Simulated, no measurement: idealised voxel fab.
Presented below is a process module, voxel ribs on slabs.
cross-section cut | 225 nm wide | cells 5 nm
A cross-section is a grid of square cells, given in bands from the top down. A band is one or more rows of cells. The entry gives the band's vertical extent as a top height and a bottom height in nm, then its horizontal make-up as materials from left to right, each with a width in nm. "air" stands for empty space; a single material marked "edge to edge" fills the band edge to edge. Height 0 is the level under which the wafer as received is all one material. The lowest band goes on downwards, as in "0 -> down". The notation "30->40" denotes a width that varies across the rows of cells in the band, beginning at the first number in the top row, finishing at the second number in the bottom row, and changing by an identical amount from each row to the next. "nothing was modified" -> step changed no cross-section cell. Basically, "Closed void register" tells you about the enclosed voids: empty spaces with no open way to the top, 8 cells or bigger, each written width x height at distance, where distance is from the left edge, all in nm. The remark found on a step's line after its settings is issued by the simulator itself and pertains to that step. A step line may carry the setting "overlay nm", which, for steps involving a mask, states the distance by which the mask lay to the right of its intended position; negative values denote displacement to the left.

PLANNED STEP LIST FOR THE PROCESS
1,RECEIVE: material Si
2,DIRECTIONAL_DEP: material SiO2, thk nm 30
3,DIRECTIONAL_DEP: material SiN, thk nm 25
4,PATTERN: tone cover, mask id RIB, material resist, width nm 20, thk nm 20, overlay nm 0
5,DIRECTIONAL_ETCH: etch materials SiN, depth nm 10
6,STRIP: etch materials resist
7,MASKED_ETCH: tone cover, mask id SLAB, width nm 80, etch materials SiN, depth nm 15, overlay nm 0
8,FILL_DEP: material SiO2, thk nm 25
9,CMP: height nm 70
10,DIRECTIONAL_DEP: material TiN, thk nm 10
11,PATTERN: tone cover, mask id HEATER, material resist, width nm 30, thk nm 15, overlay nm 0
12,DIRECTIONAL_ETCH: etch materials TiN, depth nm 10
13,STRIP: etch materials resist
14,CONFORMAL_DEP: material SiO2, thk nm 5

FIRST OF TWO WAFERS, WITH THE RUN CARRIED OUT AS PLANNED

AS-RECEIVED WAFER CROSS-SECTION (AFTER STEP 1)
  0 -> down = Si edge to edge
  Closed void register: none

CROSS-SECTION OF THE WAFER SUBSEQUENT TO STEP 2
  30 -> 0 = SiO2 edge to edge
  Lower than 0, everything is as it was.

CROSS-SECTION OF THE WAFER SUBSEQUENT TO STEP 3
  55 -> 30 = SiN edge to edge
  Lower than 30, everything is as it was.

CROSS-SECTION OF THE WAFER SUBSEQUENT TO STEP 4
  75 -> 55 = air (100), resist (20), air (105)
  Lower than 55, everything is as it was.

CROSS-SECTION OF THE WAFER SUBSEQUENT TO STEP 5
  75 -> 55 = air (100), resist (20), air (105)
  55 -> 45 = air (100), SiN (20), air (105)
  Lower than 45, everything is as it was.

CROSS-SECTION OF THE WAFER SUBSEQUENT TO STEP 6
  55 -> 45 = air (100), SiN (20), air (105)
  Lower than 45, everything is as it was.

CROSS-SECTION OF THE WAFER SUBSEQUENT TO STEP 7
  55 -> 45 = air (100), SiN (20), air (105)
  45 -> 30 = air (70), SiN (80), air (75)
  Lower than 30, everything is as it was.

CROSS-SECTION OF THE WAFER SUBSEQUENT TO STEP 8
  80 -> 55 = SiO2 edge to edge
  55 -> 45 = SiO2 (100), SiN (20), SiO2 (105)
  45 -> 30 = SiO2 (70), SiN (80), SiO2 (75)
  Lower than 30, everything is as it was.

CROSS-SECTION OF THE WAFER SUBSEQUENT TO STEP 9
  70 -> 55 = SiO2 edge to edge
  Lower than 55, everything is as it was.

CROSS-SECTION OF THE WAFER SUBSEQUENT TO STEP 10
  80 -> 70 = TiN edge to edge
  Lower than 70, everything is as it was.

CROSS-SECTION OF THE WAFER SUBSEQUENT TO STEP 11
  95 -> 80 = air (95), resist (30), air (100)
  Lower than 80, everything is as it was.

CROSS-SECTION OF THE WAFER SUBSEQUENT TO STEP 12
  95 -> 80 = air (95), resist (30), air (100)
  80 -> 70 = air (95), TiN (30), air (100)
  Lower than 70, everything is as it was.

CROSS-SECTION OF THE WAFER SUBSEQUENT TO STEP 13
  80 -> 70 = air (95), TiN (30), air (100)
  Lower than 70, everything is as it was.

CROSS-SECTION OF THE WAFER SUBSEQUENT TO STEP 14
  85 -> 80 = air (90), SiO2 (40), air (95)
  80 -> 75 = air (90), SiO2 (5), TiN (30), SiO2 (5), air (95)
  75 -> 70 = SiO2 (95), TiN (30), SiO2 (100)
  Lower than 70, everything is as it was.

SECOND WAFER. START AND PLAN AS FOR THE FIRST. ONE MISTAKE MADE IN RUNNING. AGREES WITH THE FIRST UP TO AND INCLUDING STEP 2

THE SECOND WAFER IN CROSS-SECTION, AT THE PLANNED CLOSE OF STEP 3
  50 -> 30 = SiN edge to edge
  Lower than 30, everything is as it was.

THE SECOND WAFER IN CROSS-SECTION, AT THE PLANNED CLOSE OF STEP 4
  70 -> 50 = air (100), resist (20), air (105)
  Lower than 50, everything is as it was.

THE SECOND WAFER IN CROSS-SECTION, AT THE PLANNED CLOSE OF STEP 5
  70 -> 50 = air (100), resist (20), air (105)
  50 -> 40 = air (100), SiN (20), air (105)
  Lower than 40, everything is as it was.

THE SECOND WAFER IN CROSS-SECTION, AT THE PLANNED CLOSE OF STEP 6
  50 -> 40 = air (100), SiN (20), air (105)
  Lower than 40, everything is as it was.

THE SECOND WAFER IN CROSS-SECTION, AT THE PLANNED CLOSE OF STEP 7
  50 -> 40 = air (100), SiN (20), air (105)
  40 -> 30 = air (70), SiN (80), air (75)
  Lower than 30, everything is as it was.

THE SECOND WAFER IN CROSS-SECTION, AT THE PLANNED CLOSE OF STEP 8
  75 -> 50 = SiO2 edge to edge
  50 -> 40 = SiO2 (100), SiN (20), SiO2 (105)
  40 -> 30 = SiO2 (70), SiN (80), SiO2 (75)
  Lower than 30, everything is as it was.

THE SECOND WAFER IN CROSS-SECTION, AT THE PLANNED CLOSE OF STEP 9
  70 -> 50 = SiO2 edge to edge
  Lower than 50, everything is as it was.

THE SECOND WAFER IN CROSS-SECTION, AT THE PLANNED CLOSE OF STEP 10
  80 -> 70 = TiN edge to edge
  Lower than 70, everything is as it was.

THE SECOND WAFER IN CROSS-SECTION, AT THE PLANNED CLOSE OF STEP 11
  95 -> 80 = air (95), resist (30), air (100)
  Lower than 80, everything is as it was.

THE SECOND WAFER IN CROSS-SECTION, AT THE PLANNED CLOSE OF STEP 12
  95 -> 80 = air (95), resist (30), air (100)
  80 -> 70 = air (95), TiN (30), air (100)
  Lower than 70, everything is as it was.

THE SECOND WAFER IN CROSS-SECTION, AT THE PLANNED CLOSE OF STEP 13
  80 -> 70 = air (95), TiN (30), air (100)
  Lower than 70, everything is as it was.

THE SECOND WAFER IN CROSS-SECTION, AT THE PLANNED CLOSE OF STEP 14
  85 -> 80 = air (90), SiO2 (40), air (95)
  80 -> 75 = air (90), SiO2 (5), TiN (30), SiO2 (5), air (95)
  75 -> 70 = SiO2 (95), TiN (30), SiO2 (100)
  Lower than 70, everything is as it was.
Run error: step 3 was not run as planned; what actually ran was DIRECTIONAL_DEP: material SiN, thk nm 20
Wrapping up, a cell-based count of both wafers puts the second over or under the first for these materials: 16 fewer of SiN, 16 more of SiO2
